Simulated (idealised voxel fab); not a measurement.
process module | voxel self aligned contacts
cross-section cut | 170 nm wide | cells 5 nm
A cross-section is a grid of square cells, given in bands from the top down. A band is one or more rows of cells.
Each band's line starts with the height of the band's top and of its bottom, in nm. Then come its materials from left to right, each with its width in nm. One material with "throughout" fills the band from edge to edge. "air" is empty space.
Height 0 is the level under which the wafer as received is all one material. The lowest band goes on downwards, as in "0 down".
A width such as "30 to 40" changes by the same amount from each row of cells to the next, from the band's top row to its bottom row.
"no change" after a step means that no cell of the cross-section changed.
closed voids: empty space of 8 cells or more with no open way to the top, each as width x height at its distance from the left edge, in nm
after a step's settings: what the simulator itself notes on the step
overlay nm, on a step with a mask: how far to the right of its planned place the mask lay; to the left if negative
plan
1 op RECEIVE | material Si
2 op CONFORMAL_DEP | material SiO2 | thk nm 5
3 op DIRECTIONAL_DEP | material polySi | thk nm 25
4 op DIRECTIONAL_DEP | material SiN | thk nm 20
5 op PATTERN | tone cover | mask id GATE | material resist | width nm 35 | pitch nm 70 | thk nm 15 | overlay nm 0
6 op DIRECTIONAL_ETCH | etch materials SiN | depth nm 20
7 op DIRECTIONAL_ETCH | etch materials polySi | depth nm 25
8 op STRIP | etch materials resist
9 op CONFORMAL_DEP | material SiN | thk nm 10
10 op DIRECTIONAL_ETCH | etch materials SiN | depth nm 10
11 op FILL_DEP | material SiO2 | thk nm 20
12 op CMP | height nm 60
13 op PATTERN | tone open | mask id CONTACT | material resist | width nm 55 | thk nm 15 | overlay nm 0
14 op DIRECTIONAL_ETCH | etch materials SiO2 | depth nm 60
15 op STRIP | etch materials resist
16 op CONFORMAL_DEP | material TiN | thk nm 5
17 op FILL_DEP | material Ru | thk nm 10
18 op CMP | height nm 60
19 op CONFORMAL_DEP | material SiCN | thk nm 5
as received, after step 1
  0 down: Si throughout
  closed voids: none
first wafer at the end, as planned
  65 to 60: SiCN throughout
  60 to 50: SiO2 55 | TiN 5 to 25 | Ru 45 to 5 | TiN 5 to 25 | SiO2 60
  50 to 30: SiO2 20 | SiN 55 | TiN 5 | Ru 5 | TiN 5 | SiN 55 | SiO2 25
  30 to 5: SiO2 20 | SiN 10 | polySi 35 | SiN 10 | TiN 5 | Ru 5 | TiN 5 | SiN 10 | polySi 35 | SiN 10 | SiO2 25
  5 to 0: SiO2 75 | TiN 15 | SiO2 80
  0 down: Si throughout
  closed voids: none
second wafer at the end: like start, like plan, one mistake
  65 to 60: SiCN throughout
  60 to 50: SiO2 65 | TiN 5 to 15 | Ru 45 to 5 | TiN 5 to 35 | SiO2 50
  50 to 30: SiO2 20 | SiN 55 | TiN 5 | Ru 5 | TiN 5 | SiN 55 | SiO2 25
  30 to 5: SiO2 20 | SiN 10 | polySi 35 | SiN 10 | TiN 5 | Ru 5 | TiN 5 | SiN 10 | polySi 35 | SiN 10 | SiO2 25
  5 to 0: SiO2 75 | TiN 15 | SiO2 80
  0 down: Si throughout
  closed voids: none
what went wrong: step 13 ran as: op PATTERN | tone open | mask id CONTACT | material resist | width nm 55 | thk nm 15 | overlay nm 10
at the end the second wafer has, in cells: as many of each material as the first, in other places
